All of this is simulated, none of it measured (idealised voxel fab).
The document below concerns the process module designated voxel fin reveal.
FYI the section here is cut, 220 nm wide, cells are 5 nm squares.
For the purposes of this document, a cross-section shall be understood as a grid of square cells, specified as bands listed in top-to-bottom order, each band consisting of one or more rows of cells.
The entry gives the band's vertical extent as a top height and a bottom height in nm, then its horizontal make-up as materials from left to right, each with a width in nm. "empty" stands for empty space; a single material marked "full width" fills the band edge to edge.
Heights from 0 (as-received wafer is one material below). Bottom band endless downward, as "0 down".
Think of "30 to 40" as a width that walks from the first number to the second as you go down the band, top row to bottom row, taking equal-sized steps from row to row.
For the purposes of this document, the phrase "nothing changed" attached to a step denotes that no cell within the cross-section was modified by that step.
"Closed empty spaces" enumerates empty spaces isolated from the top, with no open way to it, that contain at least 8 cells, giving each as width x height at distance from the left edge, all three in nm.
Note: text after step settings on the step line = simulator remark on that step.
Among the settings permitted on a step's line is "overlay nm"; applied to a step with a mask, it specifies the extent to which the mask lay to the right of its planned position, whereas a negative figure signifies a position to the left.

The planned process steps are enumerated hereunder
step 1: RECEIVE | material Si
step 2: CONFORMAL_DEP | material SiN | thk nm 10
step 3: MASKED_ETCH | tone cover | mask id FINS | width nm 15 | pitch nm 45 | etch materials SiN | depth nm 10 | overlay nm 0
step 4: MASKED_ETCH | tone cover | mask id FINS | width nm 15 | pitch nm 45 | etch materials Si | depth nm 35 | overlay nm 0
step 5: OXIDIZE | depth nm 5
step 6: FILL_DEP | material SiO2 | thk nm 10
step 7: CMP | height nm 10
step 8: SELECTIVE_ETCH | etch materials SiO2 | depth nm 35
step 9: STRIP | etch materials SiN

Cross-section of the wafer as it came to us, i.e., already through step 1
	0 down  Si full width
	Closed empty spaces: none

Final wafer profile in cross-section after the module, from the same start and plan as above, with one mistake made during processing
	0 to -25  empty (85)  Si (5)  empty (40)  Si (5)  empty (85)
	-25 to -35  SiO2 (45)  empty (40)  Si (5)  empty (40)  Si (5)  empty (40)  SiO2 (45)
	-35 to -40  SiO2 (85)  Si (5)  SiO2 (40)  Si (5)  SiO2 (85)
	-40 down  Si full width
	Closed empty spaces: none
Error vs. plan: contrary to the plan, steps 8 and 9 were processed in exchanged order
